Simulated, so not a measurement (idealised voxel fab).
The following is a process module called voxel ribs on slabs.
FYI the section here is cut, 175 nm wide, cells are 5 nm squares.
For the purposes of this document, a cross-section shall be understood as a grid of square cells, specified as bands listed in top-to-bottom order, each band consisting of one or more rows of cells. The entry gives the band's vertical extent as a top height and a bottom height in nm, then its horizontal make-up as materials from left to right, each with a width in nm. "empty" stands for empty space; a single material marked "full width" fills the band edge to edge. Beneath 0, the wafer as received is one material, and that level is where height counting begins. The lowest band goes on downward without a bottom; it is written like "0 nm and below". The width entry "30..40" should be interpreted row by row: the top row of cells in the band takes the first number, the bottom row takes the second number, and the change between adjacent rows is uniform throughout. The designation "nothing got changed", where it is given for a processing step, indicates that no cell of the cross-section was altered in the course of that step. "Voids lacking openings" contains a list of empty spaces, each no smaller than 8 cells and without an open way to the top, written in the form width x height at distance with the distance from the left edge and all three in nm. Heads up: the bit after the settings on a step's line is the simulator's remark on that step. "overlay nm" denotes, for a step that has a mask, the displacement of the mask to the right of its planned place, with negative values corresponding to the left.
-- Planned step list for the process
1 RECEIVE | material Si
2 DIRECTIONAL_DEP | material SiO2 | thk nm 20
3 DIRECTIONAL_DEP | material SiN | thk nm 15
4 DIRECTIONAL_DEP | material aC | thk nm 10
5 PATTERN | tone cover | mask id RIB | material resist | width nm 25 | thk nm 25 | overlay nm 0
6 DIRECTIONAL_ETCH | etch materials aC | depth nm 10
7 STRIP | etch materials resist
8 DIRECTIONAL_ETCH | etch materials SiN | depth nm 5
9 STRIP | etch materials aC
10 MASKED_ETCH | tone cover | mask id SLAB | width nm 85 | etch materials SiN | depth nm 10 | overlay nm 0
11 FILL_DEP | material SiO2 | thk nm 25
12 CMP | height nm 50
13 DIRECTIONAL_DEP | material W | thk nm 5
14 DIRECTIONAL_DEP | material aC | thk nm 10
15 PATTERN | tone cover | mask id HEATER | material resist | width nm 35 | thk nm 25 | overlay nm 0
16 DIRECTIONAL_ETCH | etch materials aC | depth nm 10
17 STRIP | etch materials resist
18 DIRECTIONAL_ETCH | etch materials W | depth nm 5
19 STRIP | etch materials aC
20 CONFORMAL_DEP | material SiO2 | thk nm 5
-- This is the cross-section of the wafer as we received it, i.e. after step 1
	0 nm and below: Si full width
	Voids lacking openings: none
-- Cross-section taken at module completion on the first of two wafers; processed per the plan
	60 nm to 55 nm: empty=65  SiO2=45  empty=65
	55 nm to 50 nm: SiO2=70  W=35  SiO2=70
	50 nm to 35 nm: SiO2 full width
	35 nm to 30 nm: SiO2=75  SiN=25  SiO2=75
	30 nm to 20 nm: SiO2=45  SiN=85  SiO2=45
	20 nm to 0 nm: SiO2 full width
	0 nm and below: Si full width
	Voids lacking openings: none
-- What the second wafer looks like in cross-section once the module is done. Its start and its plan matched the first wafer's exactly; what differed was one mistake in how it was run
	60 nm to 55 nm: empty=65  SiO2=45  empty=65
	55 nm to 50 nm: SiO2=70  W=35  SiO2=70
	50 nm to 40 nm: SiO2=45  SiN=85  SiO2=45
	40 nm to 0 nm: SiO2 full width
	0 nm and below: Si full width
	Voids lacking openings: none
What broke from the plan during processing? the plan's step 2 ran twice
Materials where the second wafer ends with more or fewer cells than the first: SiN: 5 fewer; SiO2: 5 more
